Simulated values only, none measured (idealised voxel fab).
process module | voxel self aligned vias
cross-section cut | 145 nm wide | cells 5 nm
A cross-section is a grid of square cells, given in bands from the top down. A band is one or more rows of cells.
Each band's line starts with the height of the band's top and of its bottom, in nm. Then come its materials from left to right, each with its width in nm. One material with "throughout" fills the band from edge to edge. "air" is empty space.
Height 0 is the level under which the wafer as received is all one material. The lowest band goes on downwards, as in "0 down".
A width such as "30 to 40" changes by the same amount from each row of cells to the next, from the band's top row to its bottom row.
"no change" after a step means that no cell of the cross-section changed.
closed voids: empty space of 8 cells or more with no open way to the top, each as width x height at its distance from the left edge, in nm
after a step's settings: what the simulator itself notes on the step
overlay nm, on a step with a mask: how far to the right of its planned place the mask lay; to the left if negative
plan
1 op RECEIVE | material Si
2 op CONFORMAL_DEP | material SiO2 | thk nm 15
3 op CONFORMAL_DEP | material SiCN | thk nm 5
4 op DIRECTIONAL_DEP | material SiO2 | thk nm 20
5 op DIRECTIONAL_DEP | material aC | thk nm 15
6 op PATTERN | tone open | mask id LINES | material resist | width nm 25 | pitch nm 65 | thk nm 35 | overlay nm 0
7 op DIRECTIONAL_ETCH | etch materials aC | depth nm 15
8 op STRIP | etch materials resist
9 op DIRECTIONAL_ETCH | etch materials SiO2 | depth nm 20
10 op STRIP | etch materials aC
11 op CONFORMAL_DEP | material TiN | thk nm 5
12 op FILL_DEP | material Ru | thk nm 5
13 op CMP | height nm 40
14 op SELECTIVE_ETCH | etch materials W Ru TiN | depth nm 5
15 op FILL_DEP | material SiN | thk nm 5
16 op CMP | height nm 40
17 op DIRECTIONAL_DEP | material SiO2 | thk nm 20
18 op DIRECTIONAL_DEP | material aC | thk nm 10
19 op PATTERN | tone open | mask id VIAS | material resist | width nm 45 | thk nm 25 | overlay nm 0
20 op DIRECTIONAL_ETCH | etch materials aC | depth nm 10
21 op STRIP | etch materials resist
22 op DIRECTIONAL_ETCH | etch materials SiO2 | depth nm 20
23 op DIRECTIONAL_ETCH | etch materials SiN | depth nm 5
24 op STRIP | etch materials aC
25 op CONFORMAL_DEP | material TiN | thk nm 5
26 op FILL_DEP | material W | thk nm 10
27 op CMP | height nm 60
28 op CONFORMAL_DEP | material SiN | thk nm 5
as received, after step 1
  0 down: Si throughout
  closed voids: none
first wafer at the end, as planned
  65 to 60: SiN throughout
  60 to 45: SiO2 15 | TiN 5 | W 35 | TiN 5 | SiO2 85
  45 to 40: SiO2 15 | TiN 15 | W 15 | TiN 15 | SiO2 85
  40 to 35: SiO2 25 | TiN 25 | SiO2 40 | SiN 25 | SiO2 30
  35 to 25: SiO2 25 | TiN 5 | Ru 15 | TiN 5 | SiO2 40 | TiN 5 | Ru 15 | TiN 5 | SiO2 30
  25 to 20: SiO2 25 | TiN 25 | SiO2 40 | TiN 25 | SiO2 30
  20 to 15: SiCN throughout
  15 to 0: SiO2 throughout
  0 down: Si throughout
  closed voids: none
second wafer at the end: like start, like plan, one mistake
  65 to 60: SiN throughout
  60 to 40: SiO2 15 | TiN 5 | W 35 | TiN 5 | SiO2 85
  40 to 35: SiN 15 | TiN 45 | SiN 85
  35 to 20: SiO2 25 | TiN 5 | Ru 15 | TiN 5 | SiO2 40 | TiN 5 | Ru 15 | TiN 5 | SiO2 30
  20 to 15: SiO2 25 | TiN 25 | SiO2 40 | TiN 25 | SiO2 30
  15 to 0: SiO2 throughout
  0 down: Si throughout
  closed voids: none
what went wrong: step 3 was left out
at the end the second wafer has, in cells: 6 more of Ru | 29 fewer of SiCN | 15 more of SiN | 4 more of TiN | 4 more of W
